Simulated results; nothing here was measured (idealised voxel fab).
This is a process module. Its name is voxel trench capacitor.
Cross-sectional view cut (width: 295 nm; square cell size: 5 nm).
Cross-section layout: square cells on a grid; listed as bands, top to bottom; a band spans one or more cell rows. Heights first: top, then bottom, in nm. Then materials, left to right, each with a width in nm. "everywhere" on a single material: fills the band edge to edge. "empty": empty space. Heights from 0 (as-received wafer is one material below). Bottom band endless downward, as "0 -> down". Think of "30..40" as a width that walks from the first number to the second as you go down the band, top row to bottom row, taking equal-sized steps from row to row. "remained unchanged" -> step changed no cross-section cell. Empty spaces counting at least 8 cells and having no open way to the top are listed in "Enclosed void catalog". The notation width x height at distance is used for each, the distance being from the left edge and all three values in nm. On each step's line, the part that comes after the settings is the simulator's own comment on the step. overlay nm: mask offset rightward from planned place, masked step; negative means leftward offset. Pairs follow: section before one process step, section after it down to the lowest changed band, step with settings underneath. Pairs may come from different runs of this module on the same starting wafer; continuity with the pair above only as stated in the "Pre-step" entry.

**Pre-step**
* 0 -> down | Si everywhere
* Enclosed void catalog: none

**Structure After Step**
* 5 -> 0 | SiN everywhere
* Nothing below the height 0 has changed.
* Enclosed void catalog: none
Step, pre vs post cross-sections above: CONFORMAL_DEP with material SiN, thk nm 5

Pre-step: starting point is the after cross-section of the pair just above.

**Structure After Step**
* 15 -> 5 | aC everywhere
* Nothing below the height 5 has changed.
* Enclosed void catalog: none
Step, pre vs post cross-sections above: DIRECTIONAL_DEP with material aC, thk nm 10

Pre-step: starting point is the after cross-section of the pair just above.

**Structure After Step**
* 45 -> 15 | resist: 60, empty: 20, resist: 30, empty: 20, resist: 30, empty: 20, resist: 30, empty: 20, resist: 65
* Nothing below the height 15 has changed.
* Enclosed void catalog: none
Step, pre vs post cross-sections above: PATTERN with tone open, mask id TRENCH, material resist, width nm 20, pitch nm 50, thk nm 30, overlay nm 0

Pre-step: starting point is the after cross-section of the pair just above.

**Structure After Step**
* 35 -> 15 | resist: 60, empty: 20, resist: 30, empty: 20, resist: 30, empty: 20, resist: 30, empty: 20, resist: 65
* 15 -> 5 | aC: 60, empty: 20, aC: 30, empty: 20, aC: 30, empty: 20, aC: 30, empty: 20, aC: 65
* Nothing below the height 5 has changed.
* Enclosed void catalog: none
Step, pre vs post cross-sections above: DIRECTIONAL_ETCH with etch materials aC, depth nm 10

Pre-step: starting point is the after cross-section of the pair just above.

**Structure After Step**
* 15 -> 5 | aC: 60, empty: 20, aC: 30, empty: 20, aC: 30, empty: 20, aC: 30, empty: 20, aC: 65
* Nothing below the height 5 has changed.
* Enclosed void catalog: none
Step, pre vs post cross-sections above: STRIP with etch materials resist

Pre-step: starting point is the after cross-section of the pair just above.

**Structure After Step**
* 15 -> 5 | aC: 60, empty: 20, aC: 30, empty: 20, aC: 30, empty: 20, aC: 30, empty: 20, aC: 65
* 5 -> 0 | SiN: 60, empty: 20, SiN: 30, empty: 20, SiN: 30, empty: 20, SiN: 30, empty: 20, SiN: 65
* Nothing below the height 0 has changed.
* Enclosed void catalog: none
Step, pre vs post cross-sections above: DIRECTIONAL_ETCH with etch materials SiN, depth nm 5

Pre-step: starting point is the after cross-section of the pair just above.

**Structure After Step**
* 15 -> 5 | aC: 60, empty: 20, aC: 30, empty: 20, aC: 30, empty: 20, aC: 30, empty: 20, aC: 65
* 5 -> 0 | SiN: 60, empty: 20, SiN: 30, empty: 20, SiN: 30, empty: 20, SiN: 30, empty: 20, SiN: 65
* 0 -> -35 | Si: 60, empty: 20, Si: 30, empty: 20, Si: 30, empty: 20, Si: 30, empty: 20, Si: 65
* Nothing below the height -35 has changed.
* Enclosed void catalog: none
Step, pre vs post cross-sections above: DIRECTIONAL_ETCH with etch materials Si, depth nm 35

Pre-step: starting point is the after cross-section of the pair just above.

**Structure After Step**
* 5 -> 0 | SiN: 60, empty: 20, SiN: 30, empty: 20, SiN: 30, empty: 20, SiN: 30, empty: 20, SiN: 65
* Nothing below the height 0 has changed.
* Enclosed void catalog: none
Step, pre vs post cross-sections above: STRIP with etch materials aC

Pre-step: starting point is the after cross-section of the pair just above.

**Structure After Step**
* 10 -> 5 | SiO2: 65, empty: 10, SiO2: 40, empty: 10, SiO2: 40, empty: 10, SiO2: 40, empty: 10, SiO2: 70
* 5 -> 0 | SiN: 60, SiO2: 5, empty: 10, SiO2: 5, SiN: 30, SiO2: 5, empty: 10, SiO2: 5, SiN: 30, SiO2: 5, empty: 10, SiO2: 5, SiN: 30, SiO2: 5, empty: 10, SiO2: 5, SiN: 65
* 0 -> -30 | Si: 60, SiO2: 5, empty: 10, SiO2: 5, Si: 30, SiO2: 5, empty: 10, SiO2: 5, Si: 30, SiO2: 5, empty: 10, SiO2: 5, Si: 30, SiO2: 5, empty: 10, SiO2: 5, Si: 65
* -30 -> -35 | Si: 60, SiO2: 20, Si: 30, SiO2: 20, Si: 30, SiO2: 20, Si: 30, SiO2: 20, Si: 65
* Nothing below the height -35 has changed.
* Enclosed void catalog: none
Step, pre vs post cross-sections above: CONFORMAL_DEP with material SiO2, thk nm 5

Pre-step: starting point is the after cross-section of the pair just above.

**Structure After Step**
* 20 -> 10 | polySi everywhere
* 10 -> 5 | SiO2: 65, polySi: 10, SiO2: 40, polySi: 10, SiO2: 40, polySi: 10, SiO2: 40, polySi: 10, SiO2: 70
* 5 -> 0 | SiN: 60, SiO2: 5, polySi: 10, SiO2: 5, SiN: 30, SiO2: 5, polySi: 10, SiO2: 5, SiN: 30, SiO2: 5, polySi: 10, SiO2: 5, SiN: 30, SiO2: 5, polySi: 10, SiO2: 5, SiN: 65
* 0 -> -30 | Si: 60, SiO2: 5, polySi: 10, SiO2: 5, Si: 30, SiO2: 5, polySi: 10, SiO2: 5, Si: 30, SiO2: 5, polySi: 10, SiO2: 5, Si: 30, SiO2: 5, polySi: 10, SiO2: 5, Si: 65
* Nothing below the height -30 has changed.
* Enclosed void catalog: none
Step, pre vs post cross-sections above: FILL_DEP with material polySi, thk nm 10

Pre-step: starting point is the after cross-section of the pair just above.

**Structure After Step**
* 5 -> 0 | SiN: 60, SiO2: 5, polySi: 10, SiO2: 5, SiN: 30, SiO2: 5, polySi: 10, SiO2: 5, SiN: 30, SiO2: 5, polySi: 10, SiO2: 5, SiN: 30, SiO2: 5, polySi: 10, SiO2: 5, SiN: 65
* Nothing below the height 0 has changed.
* Enclosed void catalog: none
Step, pre vs post cross-sections above: CMP with height nm 5

**Pre-step**
* 15 -> 5 | aC: 60, empty: 20, aC: 30, empty: 20, aC: 30, empty: 20, aC: 30, empty: 20, aC: 65
* 5 -> 0 | SiN: 60, empty: 20, SiN: 30, empty: 20, SiN: 30, empty: 20, SiN: 30, empty: 20, SiN: 65
* 0 -> -35 | Si: 60, empty: 20, Si: 30, empty: 20, Si: 30, empty: 20, Si: 30, empty: 20, Si: 65
* -35 -> down | Si everywhere
* Enclosed void catalog: none

**Structure After Step**
* 15 -> 5 | aC: 60, empty: 20, aC: 30, empty: 20, aC: 30, empty: 20, aC: 30, empty: 20, aC: 65
* 5 -> 0 | SiN: 60, empty: 20, SiN: 30, empty: 20, SiN: 30, empty: 20, SiN: 30, empty: 20, SiN: 65
* 0 -> -70 | Si: 60, empty: 20, Si: 30, empty: 20, Si: 30, empty: 20, Si: 30, empty: 20, Si: 65
* Nothing below the height -70 has changed.
* Enclosed void catalog: none
Step, pre vs post cross-sections above: DIRECTIONAL_ETCH with etch materials Si, depth nm 35

Pre-step: starting point is the after cross-section of the pair just above.

**Structure After Step**
* 5 -> 0 | SiN: 60, empty: 20, SiN: 30, empty: 20, SiN: 30, empty: 20, SiN: 30, empty: 20, SiN: 65
* Nothing below the height 0 has changed.
* Enclosed void catalog: none
Step, pre vs post cross-sections above: STRIP with etch materials aC

Pre-step: starting point is the after cross-section of the pair just above.

**Structure After Step**
* 10 -> 5 | SiO2: 65, empty: 10, SiO2: 40, empty: 10, SiO2: 40, empty: 10, SiO2: 40, empty: 10, SiO2: 70
* 5 -> 0 | SiN: 60, SiO2: 5, empty: 10, SiO2: 5, SiN: 30, SiO2: 5, empty: 10, SiO2: 5, SiN: 30, SiO2: 5, empty: 10, SiO2: 5, SiN: 30, SiO2: 5, empty: 10, SiO2: 5, SiN: 65
* 0 -> -65 | Si: 60, SiO2: 5, empty: 10, SiO2: 5, Si: 30, SiO2: 5, empty: 10, SiO2: 5, Si: 30, SiO2: 5, empty: 10, SiO2: 5, Si: 30, SiO2: 5, empty: 10, SiO2: 5, Si: 65
* -65 -> -70 | Si: 60, SiO2: 20, Si: 30, SiO2: 20, Si: 30, SiO2: 20, Si: 30, SiO2: 20, Si: 65
* Nothing below the height -70 has changed.
* Enclosed void catalog: none
Step, pre vs post cross-sections above: CONFORMAL_DEP with material SiO2, thk nm 5

Pre-step: starting point is the after cross-section of the pair just above.

**Structure After Step**
* 20 -> 10 | polySi everywhere
* 10 -> 5 | SiO2: 65, polySi: 10, SiO2: 40, polySi: 10, SiO2: 40, polySi: 10, SiO2: 40, polySi: 10, SiO2: 70
* 5 -> 0 | SiN: 60, SiO2: 5, polySi: 10, SiO2: 5, SiN: 30, SiO2: 5, polySi: 10, SiO2: 5, SiN: 30, SiO2: 5, polySi: 10, SiO2: 5, SiN: 30, SiO2: 5, polySi: 10, SiO2: 5, SiN: 65
* 0 -> -65 | Si: 60, SiO2: 5, polySi: 10, SiO2: 5, Si: 30, SiO2: 5, polySi: 10, SiO2: 5, Si: 30, SiO2: 5, polySi: 10, SiO2: 5, Si: 30, SiO2: 5, polySi: 10, SiO2: 5, Si: 65
* Nothing below the height -65 has changed.
* Enclosed void catalog: none
Step, pre vs post cross-sections above: FILL_DEP with material polySi, thk nm 10

Pre-step: starting point is the after cross-section of the pair just above.

**Structure After Step**
* 5 -> 0 | SiN: 60, SiO2: 5, polySi: 10, SiO2: 5, SiN: 30, SiO2: 5, polySi: 10, SiO2: 5, SiN: 30, SiO2: 5, polySi: 10, SiO2: 5, SiN: 30, SiO2: 5, polySi: 10, SiO2: 5, SiN: 65
* Nothing below the height 0 has changed.
* Enclosed void catalog: none
Step, pre vs post cross-sections above: CMP with height nm 5

**Pre-step**
* 35 -> 15 | resist: 60, empty: 20, resist: 30, empty: 20, resist: 30, empty: 20, resist: 30, empty: 20, resist: 65
* 15 -> 5 | aC: 60, empty: 20, aC: 30, empty: 20, aC: 30, empty: 20, aC: 30, empty: 20, aC: 65
* 5 -> 0 | SiN everywhere
* 0 -> down | Si everywhere
* Enclosed void catalog: none

**Structure After Step**
* 35 -> 15 | resist: 60, empty: 20, resist: 30, empty: 20, resist: 30, empty: 20, resist: 30, empty: 20, resist: 65
* 15 -> 5 | aC: 60, empty: 20, aC: 30, empty: 20, aC: 30, empty: 20, aC: 30, empty: 20, aC: 65
* 5 -> 0 | SiN: 60, empty: 20, SiN: 30, empty: 20, SiN: 30, empty: 20, SiN: 30, empty: 20, SiN: 65
* Nothing below the height 0 has changed.
* Enclosed void catalog: none
Step, pre vs post cross-sections above: DIRECTIONAL_ETCH with etch materials SiN, depth nm 5

Pre-step: starting point is the after cross-section of the pair just above.

**Structure After Step**
* 15 -> 5 | aC: 60, empty: 20, aC: 30, empty: 20, aC: 30, empty: 20, aC: 30, empty: 20, aC: 65
* Nothing below the height 5 has changed.
* Enclosed void catalog: none
Step, pre vs post cross-sections above: STRIP with etch materials resist

Pre-step: starting point is the after cross-section of the pair just above.

**Structure After Step**
* 15 -> 5 | aC: 60, empty: 20, aC: 30, empty: 20, aC: 30, empty: 20, aC: 30, empty: 20, aC: 65
* 5 -> 0 | SiN: 60, empty: 20, SiN: 30, empty: 20, SiN: 30, empty: 20, SiN: 30, empty: 20, SiN: 65
* 0 -> -45 | Si: 60, empty: 20, Si: 30, empty: 20, Si: 30, empty: 20, Si: 30, empty: 20, Si: 65
* Nothing below the height -45 has changed.
* Enclosed void catalog: none
Step, pre vs post cross-sections above: DIRECTIONAL_ETCH with etch materials Si, depth nm 45

Pre-step: starting point is the after cross-section of the pair just above.

**Structure After Step**
* 5 -> 0 | SiN: 60, empty: 20, SiN: 30, empty: 20, SiN: 30, empty: 20, SiN: 30, empty: 20, SiN: 65
* Nothing below the height 0 has changed.
* Enclosed void catalog: none
Step, pre vs post cross-sections above: STRIP with etch materials aC

Pre-step: starting point is the after cross-section of the pair just above.

**Structure After Step**
* 10 -> 5 | SiO2: 65, empty: 10, SiO2: 40, empty: 10, SiO2: 40, empty: 10, SiO2: 40, empty: 10, SiO2: 70
* 5 -> 0 | SiN: 60, SiO2: 5, empty: 10, SiO2: 5, SiN: 30, SiO2: 5, empty: 10, SiO2: 5, SiN: 30, SiO2: 5, empty: 10, SiO2: 5, SiN: 30, SiO2: 5, empty: 10, SiO2: 5, SiN: 65
* 0 -> -40 | Si: 60, SiO2: 5, empty: 10, SiO2: 5, Si: 30, SiO2: 5, empty: 10, SiO2: 5, Si: 30, SiO2: 5, empty: 10, SiO2: 5, Si: 30, SiO2: 5, empty: 10, SiO2: 5, Si: 65
* -40 -> -45 | Si: 60, SiO2: 20, Si: 30, SiO2: 20, Si: 30, SiO2: 20, Si: 30, SiO2: 20, Si: 65
* Nothing below the height -45 has changed.
* Enclosed void catalog: none
Step, pre vs post cross-sections above: CONFORMAL_DEP with material SiO2, thk nm 5

Pre-step: starting point is the after cross-section of the pair just above.

**Structure After Step**
* 20 -> 10 | polySi everywhere
* 10 -> 5 | SiO2: 65, polySi: 10, SiO2: 40, polySi: 10, SiO2: 40, polySi: 10, SiO2: 40, polySi: 10, SiO2: 70
* 5 -> 0 | SiN: 60, SiO2: 5, polySi: 10, SiO2: 5, SiN: 30, SiO2: 5, polySi: 10, SiO2: 5, SiN: 30, SiO2: 5, polySi: 10, SiO2: 5, SiN: 30, SiO2: 5, polySi: 10, SiO2: 5, SiN: 65
* 0 -> -40 | Si: 60, SiO2: 5, polySi: 10, SiO2: 5, Si: 30, SiO2: 5, polySi: 10, SiO2: 5, Si: 30, SiO2: 5, polySi: 10, SiO2: 5, Si: 30, SiO2: 5, polySi: 10, SiO2: 5, Si: 65
* Nothing below the height -40 has changed.
* Enclosed void catalog: none
Step, pre vs post cross-sections above: FILL_DEP with material polySi, thk nm 10

Pre-step: starting point is the after cross-section of the pair just above.

**Structure After Step**
* 5 -> 0 | SiN: 60, SiO2: 5, polySi: 10, SiO2: 5, SiN: 30, SiO2: 5, polySi: 10, SiO2: 5, SiN: 30, SiO2: 5, polySi: 10, SiO2: 5, SiN: 30, SiO2: 5, polySi: 10, SiO2: 5, SiN: 65
* Nothing below the height 0 has changed.
* Enclosed void catalog: none
Step, pre vs post cross-sections above: CMP with height nm 5

**Pre-step**
* 15 -> 5 | aC everywhere
* 5 -> 0 | SiN everywhere
* 0 -> down | Si everywhere
* Enclosed void catalog: none

**Structure After Step**
* 45 -> 15 | resist: 55, empty: 30, resist: 20, empty: 30, resist: 20, empty: 30, resist: 20, empty: 30, resist: 60
* Nothing below the height 15 has changed.
* Enclosed void catalog: none
Step, pre vs post cross-sections above: PATTERN with tone open, mask id TRENCH, material resist, width nm 30, pitch nm 50, thk nm 30, overlay nm 0

Pre-step: starting point is the after cross-section of the pair just above.

**Structure After Step**
* 35 -> 15 | resist: 55, empty: 30, resist: 20, empty: 30, resist: 20, empty: 30, resist: 20, empty: 30, resist: 60
* 15 -> 5 | aC: 55, empty: 30, aC: 20, empty: 30, aC: 20, empty: 30, aC: 20, empty: 30, aC: 60
* Nothing below the height 5 has changed.
* Enclosed void catalog: none
Step, pre vs post cross-sections above: DIRECTIONAL_ETCH with etch materials aC, depth nm 10

Pre-step: starting point is the after cross-section of the pair just above.

**Structure After Step**
* 15 -> 5 | aC: 55, empty: 30, aC: 20, empty: 30, aC: 20, empty: 30, aC: 20, empty: 30, aC: 60
* Nothing below the height 5 has changed.
* Enclosed void catalog: none
Step, pre vs post cross-sections above: STRIP with etch materials resist

Pre-step: starting point is the after cross-section of the pair just above.

**Structure After Step**
* 15 -> 5 | aC: 55, empty: 30, aC: 20, empty: 30, aC: 20, empty: 30, aC: 20, empty: 30, aC: 60
* 5 -> 0 | SiN: 55, empty: 30, SiN: 20, empty: 30, SiN: 20, empty: 30, SiN: 20, empty: 30, SiN: 60
* Nothing below the height 0 has changed.
* Enclosed void catalog: none
Step, pre vs post cross-sections above: DIRECTIONAL_ETCH with etch materials SiN, depth nm 5

Pre-step: starting point is the after cross-section of the pair just above.

**Structure After Step**
* 15 -> 5 | aC: 55, empty: 30, aC: 20, empty: 30, aC: 20, empty: 30, aC: 20, empty: 30, aC: 60
* 5 -> 0 | SiN: 55, empty: 30, SiN: 20, empty: 30, SiN: 20, empty: 30, SiN: 20, empty: 30, SiN: 60
* 0 -> -35 | Si: 55, empty: 30, Si: 20, empty: 30, Si: 20, empty: 30, Si: 20, empty: 30, Si: 60
* Nothing below the height -35 has changed.
* Enclosed void catalog: none
Step, pre vs post cross-sections above: DIRECTIONAL_ETCH with etch materials Si, depth nm 35

Pre-step: starting point is the after cross-section of the pair just above.

**Structure After Step**
* 5 -> 0 | SiN: 55, empty: 30, SiN: 20, empty: 30, SiN: 20, empty: 30, SiN: 20, empty: 30, SiN: 60
* Nothing below the height 0 has changed.
* Enclosed void catalog: none
Step, pre vs post cross-sections above: STRIP with etch materials aC

Pre-step: starting point is the after cross-section of the pair just above.

**Structure After Step**
* 10 -> 5 | SiO2: 60, empty: 20, SiO2: 30, empty: 20, SiO2: 30, empty: 20, SiO2: 30, empty: 20, SiO2: 65
* 5 -> 0 | SiN: 55, SiO2: 5, empty: 20, SiO2: 5, SiN: 20, SiO2: 5, empty: 20, SiO2: 5, SiN: 20, SiO2: 5, empty: 20, SiO2: 5, SiN: 20, SiO2: 5, empty: 20, SiO2: 5, SiN: 60
* 0 -> -30 | Si: 55, SiO2: 5, empty: 20, SiO2: 5, Si: 20, SiO2: 5, empty: 20, SiO2: 5, Si: 20, SiO2: 5, empty: 20, SiO2: 5, Si: 20, SiO2: 5, empty: 20, SiO2: 5, Si: 60
* -30 -> -35 | Si: 55, SiO2: 30, Si: 20, SiO2: 30, Si: 20, SiO2: 30, Si: 20, SiO2: 30, Si: 60
* Nothing below the height -35 has changed.
* Enclosed void catalog: none
Step, pre vs post cross-sections above: CONFORMAL_DEP with material SiO2, thk nm 5

Pre-step: starting point is the after cross-section of the pair just above.

**Structure After Step**
* 20 -> 10 | polySi everywhere
* 10 -> 5 | SiO2: 60, polySi: 20, SiO2: 30, polySi: 20, SiO2: 30, polySi: 20, SiO2: 30, polySi: 20, SiO2: 65
* 5 -> 0 | SiN: 55, SiO2: 5, polySi: 20, SiO2: 5, SiN: 20, SiO2: 5, polySi: 20, SiO2: 5, SiN: 20, SiO2: 5, polySi: 20, SiO2: 5, SiN: 20, SiO2: 5, polySi: 20, SiO2: 5, SiN: 60
* 0 -> -30 | Si: 55, SiO2: 5, polySi: 20, SiO2: 5, Si: 20, SiO2: 5, polySi: 20, SiO2: 5, Si: 20, SiO2: 5, polySi: 20, SiO2: 5, Si: 20, SiO2: 5, polySi: 20, SiO2: 5, Si: 60
* Nothing below the height -30 has changed.
* Enclosed void catalog: none
Step, pre vs post cross-sections above: FILL_DEP with material polySi, thk nm 10

Pre-step: starting point is the after cross-section of the pair just above.

**Structure After Step**
* 5 -> 0 | SiN: 55, SiO2: 5, polySi: 20, SiO2: 5, SiN: 20, SiO2: 5, polySi: 20, SiO2: 5, SiN: 20, SiO2: 5, polySi: 20, SiO2: 5, SiN: 20, SiO2: 5, polySi: 20, SiO2: 5, SiN: 60
* Nothing below the height 0 has changed.
* Enclosed void catalog: none
Step, pre vs post cross-sections above: CMP with height nm 5

**Pre-step**
* 15 -> 5 | aC everywhere
* 5 -> 0 | SiN everywhere
* 0 -> down | Si everywhere
* Enclosed void catalog: none

**Structure After Step**
* 45 -> 15 | resist: 50, empty: 20, resist: 30, empty: 20, resist: 30, empty: 20, resist: 30, empty: 20, resist: 75
* Nothing below the height 15 has changed.
* Enclosed void catalog: none
Step, pre vs post cross-sections above: PATTERN with tone open, mask id TRENCH, material resist, width nm 20, pitch nm 50, thk nm 30, overlay nm -10

Pre-step: starting point is the after cross-section of the pair just above.

**Structure After Step**
* 35 -> 15 | resist: 50, empty: 20, resist: 30, empty: 20, resist: 30, empty: 20, resist: 30, empty: 20, resist: 75
* 15 -> 5 | aC: 50, empty: 20, aC: 30, empty: 20, aC: 30, empty: 20, aC: 30, empty: 20, aC: 75
* Nothing below the height 5 has changed.
* Enclosed void catalog: none
Step, pre vs post cross-sections above: DIRECTIONAL_ETCH with etch materials aC, depth nm 10

Pre-step: starting point is the after cross-section of the pair just above.

**Structure After Step**
* 15 -> 5 | aC: 50, empty: 20, aC: 30, empty: 20, aC: 30, empty: 20, aC: 30, empty: 20, aC: 75
* Nothing below the height 5 has changed.
* Enclosed void catalog: none
Step, pre vs post cross-sections above: STRIP with etch materials resist

Pre-step: starting point is the after cross-section of the pair just above.

**Structure After Step**
* 15 -> 5 | aC: 50, empty: 20, aC: 30, empty: 20, aC: 30, empty: 20, aC: 30, empty: 20, aC: 75
* 5 -> 0 | SiN: 50, empty: 20, SiN: 30, empty: 20, SiN: 30, empty: 20, SiN: 30, empty: 20, SiN: 75
* Nothing below the height 0 has changed.
* Enclosed void catalog: none
Step, pre vs post cross-sections above: DIRECTIONAL_ETCH with etch materials SiN, depth nm 5

Pre-step: starting point is the after cross-section of the pair just above.

**Structure After Step**
* 15 -> 5 | aC: 50, empty: 20, aC: 30, empty: 20, aC: 30, empty: 20, aC: 30, empty: 20, aC: 75
* 5 -> 0 | SiN: 50, empty: 20, SiN: 30, empty: 20, SiN: 30, empty: 20, SiN: 30, empty: 20, SiN: 75
* 0 -> -35 | Si: 50, empty: 20, Si: 30, empty: 20, Si: 30, empty: 20, Si: 30, empty: 20, Si: 75
* Nothing below the height -35 has changed.
* Enclosed void catalog: none
Step, pre vs post cross-sections above: DIRECTIONAL_ETCH with etch materials Si, depth nm 35

Pre-step: starting point is the after cross-section of the pair just above.

**Structure After Step**
* 5 -> 0 | SiN: 50, empty: 20, SiN: 30, empty: 20, SiN: 30, empty: 20, SiN: 30, empty: 20, SiN: 75
* Nothing below the height 0 has changed.
* Enclosed void catalog: none
Step, pre vs post cross-sections above: STRIP with etch materials aC

Pre-step: starting point is the after cross-section of the pair just above.

**Structure After Step**
* 10 -> 5 | SiO2: 55, empty: 10, SiO2: 40, empty: 10, SiO2: 40, empty: 10, SiO2: 40, empty: 10, SiO2: 80
* 5 -> 0 | SiN: 50, SiO2: 5, empty: 10, SiO2: 5, SiN: 30, SiO2: 5, empty: 10, SiO2: 5, SiN: 30, SiO2: 5, empty: 10, SiO2: 5, SiN: 30, SiO2: 5, empty: 10, SiO2: 5, SiN: 75
* 0 -> -30 | Si: 50, SiO2: 5, empty: 10, SiO2: 5, Si: 30, SiO2: 5, empty: 10, SiO2: 5, Si: 30, SiO2: 5, empty: 10, SiO2: 5, Si: 30, SiO2: 5, empty: 10, SiO2: 5, Si: 75
* -30 -> -35 | Si: 50, SiO2: 20, Si: 30, SiO2: 20, Si: 30, SiO2: 20, Si: 30, SiO2: 20, Si: 75
* Nothing below the height -35 has changed.
* Enclosed void catalog: none
Step, pre vs post cross-sections above: CONFORMAL_DEP with material SiO2, thk nm 5

Pre-step: starting point is the after cross-section of the pair just above.

**Structure After Step**
* 20 -> 10 | polySi everywhere
* 10 -> 5 | SiO2: 55, polySi: 10, SiO2: 40, polySi: 10, SiO2: 40, polySi: 10, SiO2: 40, polySi: 10, SiO2: 80
* 5 -> 0 | SiN: 50, SiO2: 5, polySi: 10, SiO2: 5, SiN: 30, SiO2: 5, polySi: 10, SiO2: 5, SiN: 30, SiO2: 5, polySi: 10, SiO2: 5, SiN: 30, SiO2: 5, polySi: 10, SiO2: 5, SiN: 75
* 0 -> -30 | Si: 50, SiO2: 5, polySi: 10, SiO2: 5, Si: 30, SiO2: 5, polySi: 10, SiO2: 5, Si: 30, SiO2: 5, polySi: 10, SiO2: 5, Si: 30, SiO2: 5, polySi: 10, SiO2: 5, Si: 75
* Nothing below the height -30 has changed.
* Enclosed void catalog: none
Step, pre vs post cross-sections above: FILL_DEP with material polySi, thk nm 10

Pre-step: starting point is the after cross-section of the pair just above.

**Structure After Step**
* 5 -> 0 | SiN: 50, SiO2: 5, polySi: 10, SiO2: 5, SiN: 30, SiO2: 5, polySi: 10, SiO2: 5, SiN: 30, SiO2: 5, polySi: 10, SiO2: 5, SiN: 30, SiO2: 5, polySi: 10, SiO2: 5, SiN: 75
* Nothing below the height 0 has changed.
* Enclosed void catalog: none
Step, pre vs post cross-sections above: CMP with height nm 5

**Pre-step**
* 5 -> 0 | SiN: 60, empty: 20, SiN: 30, empty: 20, SiN: 30, empty: 20, SiN: 30, empty: 20, SiN: 65
* 0 -> -35 | Si: 60, empty: 20, Si: 30, empty: 20, Si: 30, empty: 20, Si: 30, empty: 20, Si: 65
* -35 -> down | Si everywhere
* Enclosed void catalog: none

**Structure After Step**
* 10 -> 5 | aC: 65, empty: 10, aC: 40, empty: 10, aC: 40, empty: 10, aC: 40, empty: 10, aC: 70
* 5 -> 0 | SiN: 60, aC: 5, empty: 10, aC: 5, SiN: 30, aC: 5, empty: 10, aC: 5, SiN: 30, aC: 5, empty: 10, aC: 5, SiN: 30, aC: 5, empty: 10, aC: 5, SiN: 65
* 0 -> -30 | Si: 60, aC: 5, empty: 10, aC: 5, Si: 30, aC: 5, empty: 10, aC: 5, Si: 30, aC: 5, empty: 10, aC: 5, Si: 30, aC: 5, empty: 10, aC: 5, Si: 65
* -30 -> -35 | Si: 60, aC: 20, Si: 30, aC: 20, Si: 30, aC: 20, Si: 30, aC: 20, Si: 65
* Nothing below the height -35 has changed.
* Enclosed void catalog: none
Step, pre vs post cross-sections above: CONFORMAL_DEP with material aC, thk nm 5

Pre-step: starting point is the after cross-section of the pair just above.

**Structure After Step**
* 20 -> 10 | polySi everywhere
* 10 -> 5 | aC: 65, polySi: 10, aC: 40, polySi: 10, aC: 40, polySi: 10, aC: 40, polySi: 10, aC: 70
* 5 -> 0 | SiN: 60, aC: 5, polySi: 10, aC: 5, SiN: 30, aC: 5, polySi: 10, aC: 5, SiN: 30, aC: 5, polySi: 10, aC: 5, SiN: 30, aC: 5, polySi: 10, aC: 5, SiN: 65
* 0 -> -30 | Si: 60, aC: 5, polySi: 10, aC: 5, Si: 30, aC: 5, polySi: 10, aC: 5, Si: 30, aC: 5, polySi: 10, aC: 5, Si: 30, aC: 5, polySi: 10, aC: 5, Si: 65
* Nothing below the height -30 has changed.
* Enclosed void catalog: none
Step, pre vs post cross-sections above: FILL_DEP with material polySi, thk nm 10

Pre-step: starting point is the after cross-section of the pair just above.

**Structure After Step**
* 5 -> 0 | SiN: 60, aC: 5, polySi: 10, aC: 5, SiN: 30, aC: 5, polySi: 10, aC: 5, SiN: 30, aC: 5, polySi: 10, aC: 5, SiN: 30, aC: 5, polySi: 10, aC: 5, SiN: 65
* Nothing below the height 0 has changed.
* Enclosed void catalog: none
Step, pre vs post cross-sections above: CMP with height nm 5

**Pre-step**
* 15 -> 5 | aC everywhere
* 5 -> 0 | SiN everywhere
* 0 -> down | Si everywhere
* Enclosed void catalog: none

**Structure After Step**
* 45 -> 15 | empty: 60, resist: 20, empty: 30, resist: 20, empty: 30, resist: 20, empty: 30, resist: 20, empty: 65
* Nothing below the height 15 has changed.
* Enclosed void catalog: none
Step, pre vs post cross-sections above: PATTERN with tone cover, mask id TRENCH, material resist, width nm 20, pitch nm 50, thk nm 30, overlay nm 0

Pre-step: starting point is the after cross-section of the pair just above.

**Structure After Step**
* 35 -> 15 | empty: 60, resist: 20, empty: 30, resist: 20, empty: 30, resist: 20, empty: 30, resist: 20, empty: 65
* 15 -> 5 | empty: 60, aC: 20, empty: 30, aC: 20, empty: 30, aC: 20, empty: 30, aC: 20, empty: 65
* Nothing below the height 5 has changed.
* Enclosed void catalog: none
Step, pre vs post cross-sections above: DIRECTIONAL_ETCH with etch materials aC, depth nm 10

Pre-step: starting point is the after cross-section of the pair just above.

**Structure After Step**
* 15 -> 5 | empty: 60, aC: 20, empty: 30, aC: 20, empty: 30, aC: 20, empty: 30, aC: 20, empty: 65
* Nothing below the height 5 has changed.
* Enclosed void catalog: none
Step, pre vs post cross-sections above: STRIP with etch materials resist

Pre-step: starting point is the after cross-section of the pair just above.

**Structure After Step**
* 15 -> 5 | empty: 60, aC: 20, empty: 30, aC: 20, empty: 30, aC: 20, empty: 30, aC: 20, empty: 65
* 5 -> 0 | empty: 60, SiN: 20, empty: 30, SiN: 20, empty: 30, SiN: 20, empty: 30, SiN: 20, empty: 65
* Nothing below the height 0 has changed.
* Enclosed void catalog: none
Step, pre vs post cross-sections above: DIRECTIONAL_ETCH with etch materials SiN, depth nm 5

Pre-step: starting point is the after cross-section of the pair just above.

**Structure After Step**
* 15 -> 5 | empty: 60, aC: 20, empty: 30, aC: 20, empty: 30, aC: 20, empty: 30, aC: 20, empty: 65
* 5 -> 0 | empty: 60, SiN: 20, empty: 30, SiN: 20, empty: 30, SiN: 20, empty: 30, SiN: 20, empty: 65
* 0 -> -35 | empty: 60, Si: 20, empty: 30, Si: 20, empty: 30, Si: 20, empty: 30, Si: 20, empty: 65
* Nothing below the height -35 has changed.
* Enclosed void catalog: none
Step, pre vs post cross-sections above: DIRECTIONAL_ETCH with etch materials Si, depth nm 35

Pre-step: starting point is the after cross-section of the pair just above.

**Structure After Step**
* 5 -> 0 | empty: 60, SiN: 20, empty: 30, SiN: 20, empty: 30, SiN: 20, empty: 30, SiN: 20, empty: 65
* Nothing below the height 0 has changed.
* Enclosed void catalog: none
Step, pre vs post cross-sections above: STRIP with etch materials aC
